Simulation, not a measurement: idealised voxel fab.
This is a process module. Its name is voxel ribs on slabs.
The cross-section shown here is cut; it is 180 nm wide and divided into square cells measuring 5 nm on a side.
A cross-section is a grid of square cells, given in bands from the top down. A band is one or more rows of cells.
This entry defines a band. It first specifies the height of the band's top and the height of its bottom in nm, and then specifies the band's materials from left to right, stating each material with its width in nm. The word "everywhere" identifies a single material that fills the band from edge to edge, while the word "air" identifies empty space.
Note: height 0 marks the level under which the wafer is uniformly one material as received. Lowest band unbounded below, written "z 0 and below".
Note: "30..40" means the width goes from the first number (top row of the band) to the second number (bottom row) in equal steps per row of cells.
The cross-section has no changed cell in any step marked "nothing altered".
Heads up: "Sealed voids" only lists the empty pockets with no open path to the top that are 8 cells or more, and it writes them as width x height at distance, distance from the left edge, in nm.
Past the settings on a step's line: simulator remark, on that step.
For masked steps, "overlay nm" on the step line gives how far right of plan the mask actually lay; a minus sign means it lay to the left.

Listed below are the process steps as planned
1) RECEIVE,material Si
2) DIRECTIONAL_DEP,material SiO2,thk nm 30
3) DIRECTIONAL_DEP,material SiN,thk nm 20
4) DIRECTIONAL_DEP,material aC,thk nm 15
5) PATTERN,tone cover,mask id RIB,material resist,width nm 25,thk nm 30,overlay nm 0
6) DIRECTIONAL_ETCH,etch materials aC,depth nm 15
7) STRIP,etch materials resist
8) DIRECTIONAL_ETCH,etch materials SiN,depth nm 10
9) STRIP,etch materials aC
10) DIRECTIONAL_DEP,material aC,thk nm 15
11) PATTERN,tone cover,mask id SLAB,material resist,width nm 75,thk nm 30,overlay nm 0
12) DIRECTIONAL_ETCH,etch materials aC,depth nm 15
13) STRIP,etch materials resist
14) DIRECTIONAL_ETCH,etch materials SiN,depth nm 10
15) STRIP,etch materials aC
16) FILL_DEP,material SiO2,thk nm 25
17) CMP,height nm 65
18) DIRECTIONAL_DEP,material W,thk nm 5
19) PATTERN,tone cover,mask id HEATER,material resist,width nm 35,thk nm 15,overlay nm 0
20) DIRECTIONAL_ETCH,etch materials W,depth nm 5
21) STRIP,etch materials resist
22) CONFORMAL_DEP,material SiO2,thk nm 10

First wafer out of two, processed as planned

So this is the incoming wafer in cross-section - it's already been through step 1
z 0 and below = Si everywhere
Sealed voids: none

Wafer xsec, post step 2
z 30 to 0 = SiO2 everywhere
For the remainder of the cross-section, below 0, there is no change.

Wafer xsec, post step 3
z 50 to 30 = SiN everywhere
For the remainder of the cross-section, below 30, there is no change.

Wafer xsec, post step 4
z 65 to 50 = aC everywhere
For the remainder of the cross-section, below 50, there is no change.

Wafer xsec, post step 5
z 95 to 65 = air: 75  resist: 25  air: 80
For the remainder of the cross-section, below 65, there is no change.

Wafer xsec, post step 6
z 80 to 65 = air: 75  resist: 25  air: 80
z 65 to 50 = air: 75  aC: 25  air: 80
For the remainder of the cross-section, below 50, there is no change.

Wafer xsec, post step 7
z 65 to 50 = air: 75  aC: 25  air: 80
For the remainder of the cross-section, below 50, there is no change.

Wafer xsec, post step 8
z 65 to 50 = air: 75  aC: 25  air: 80
z 50 to 40 = air: 75  SiN: 25  air: 80
For the remainder of the cross-section, below 40, there is no change.

Wafer xsec, post step 9
z 50 to 40 = air: 75  SiN: 25  air: 80
For the remainder of the cross-section, below 40, there is no change.

Wafer xsec, post step 10
z 65 to 55 = air: 75  aC: 25  air: 80
z 55 to 50 = aC everywhere
z 50 to 40 = aC: 75  SiN: 25  aC: 80
For the remainder of the cross-section, below 40, there is no change.

Wafer xsec, post step 11
z 95 to 65 = air: 50  resist: 75  air: 55
z 65 to 55 = air: 50  resist: 25  aC: 25  resist: 25  air: 55
For the remainder of the cross-section, below 55, there is no change.

Wafer xsec, post step 12
z 80 to 65 = air: 50  resist: 75  air: 55
z 65 to 55 = air: 50  resist: 25  aC: 25  resist: 25  air: 55
z 55 to 50 = air: 50  aC: 75  air: 55
z 50 to 40 = air: 50  aC: 25  SiN: 25  aC: 25  air: 55
For the remainder of the cross-section, below 40, there is no change.

Wafer xsec, post step 13
z 65 to 55 = air: 75  aC: 25  air: 80
For the remainder of the cross-section, below 55, there is no change.

Wafer xsec, post step 14
z 65 to 55 = air: 75  aC: 25  air: 80
z 55 to 50 = air: 50  aC: 75  air: 55
z 50 to 40 = air: 50  aC: 25  SiN: 25  aC: 25  air: 55
z 40 to 30 = air: 50  SiN: 75  air: 55
For the remainder of the cross-section, below 30, there is no change.

Wafer xsec, post step 15
z 50 to 40 = air: 75  SiN: 25  air: 80
For the remainder of the cross-section, below 40, there is no change.

Wafer xsec, post step 16
z 75 to 50 = SiO2 everywhere
z 50 to 40 = SiO2: 75  SiN: 25  SiO2: 80
z 40 to 30 = SiO2: 50  SiN: 75  SiO2: 55
For the remainder of the cross-section, below 30, there is no change.

Wafer xsec, post step 17
z 65 to 50 = SiO2 everywhere
For the remainder of the cross-section, below 50, there is no change.

Wafer xsec, post step 18
z 70 to 65 = W everywhere
For the remainder of the cross-section, below 65, there is no change.

Wafer xsec, post step 19
z 85 to 70 = air: 70  resist: 35  air: 75
For the remainder of the cross-section, below 70, there is no change.

Wafer xsec, post step 20
z 85 to 70 = air: 70  resist: 35  air: 75
z 70 to 65 = air: 70  W: 35  air: 75
For the remainder of the cross-section, below 65, there is no change.

Wafer xsec, post step 21
z 70 to 65 = air: 70  W: 35  air: 75
For the remainder of the cross-section, below 65, there is no change.

Wafer xsec, post step 22
z 80 to 75 = air: 60  SiO2: 55  air: 65
z 75 to 70 = SiO2 everywhere
z 70 to 65 = SiO2: 70  W: 35  SiO2: 75
For the remainder of the cross-section, below 65, there is no change.

Second wafer, same starting conditions and recipe as the first, one mistake in executing it, nothing differs from the first up to and including step 10

Second wafer shown in cross-section at the time step 11 was slated to end
z 95 to 65 = air: 50  resist: 80  air: 50
z 65 to 55 = air: 50  resist: 25  aC: 25  resist: 30  air: 50
For the remainder of the cross-section, below 55, there is no change.

Second wafer shown in cross-section at the time step 12 was slated to end
z 80 to 65 = air: 50  resist: 80  air: 50
z 65 to 55 = air: 50  resist: 25  aC: 25  resist: 30  air: 50
z 55 to 50 = air: 50  aC: 80  air: 50
z 50 to 40 = air: 50  aC: 25  SiN: 25  aC: 30  air: 50
For the remainder of the cross-section, below 40, there is no change.

Second wafer shown in cross-section at the time step 13 was slated to end
z 65 to 55 = air: 75  aC: 25  air: 80
For the remainder of the cross-section, below 55, there is no change.

Second wafer shown in cross-section at the time step 14 was slated to end
z 65 to 55 = air: 75  aC: 25  air: 80
z 55 to 50 = air: 50  aC: 80  air: 50
z 50 to 40 = air: 50  aC: 25  SiN: 25  aC: 30  air: 50
z 40 to 30 = air: 50  SiN: 80  air: 50
For the remainder of the cross-section, below 30, there is no change.

Second wafer shown in cross-section at the time step 15 was slated to end
z 50 to 40 = air: 75  SiN: 25  air: 80
For the remainder of the cross-section, below 40, there is no change.

Second wafer shown in cross-section at the time step 16 was slated to end
z 75 to 50 = SiO2 everywhere
z 50 to 40 = SiO2: 75  SiN: 25  SiO2: 80
z 40 to 30 = SiO2: 50  SiN: 80  SiO2: 50
For the remainder of the cross-section, below 30, there is no change.

Second wafer shown in cross-section at the time step 17 was slated to end
z 65 to 50 = SiO2 everywhere
For the remainder of the cross-section, below 50, there is no change.

Second wafer shown in cross-section at the time step 18 was slated to end
z 70 to 65 = W everywhere
For the remainder of the cross-section, below 65, there is no change.

Second wafer shown in cross-section at the time step 19 was slated to end
z 85 to 70 = air: 70  resist: 35  air: 75
For the remainder of the cross-section, below 70, there is no change.

Second wafer shown in cross-section at the time step 20 was slated to end
z 85 to 70 = air: 70  resist: 35  air: 75
z 70 to 65 = air: 70  W: 35  air: 75
For the remainder of the cross-section, below 65, there is no change.

Second wafer shown in cross-section at the time step 21 was slated to end
z 70 to 65 = air: 70  W: 35  air: 75
For the remainder of the cross-section, below 65, there is no change.

Second wafer shown in cross-section at the time step 22 was slated to end
z 80 to 75 = air: 60  SiO2: 55  air: 65
z 75 to 70 = SiO2 everywhere
z 70 to 65 = SiO2: 70  W: 35  SiO2: 75
For the remainder of the cross-section, below 65, there is no change.
Which mistake was made when the wafer was run? note that step 11 departed from the planned setting and was carried out as PATTERN,tone cover,mask id SLAB,material resist,width nm 80,thk nm 30,overlay nm 0
At the finish, the second wafer shows more or fewer cells for some materials than the first does: SiN +2; SiO2 -2
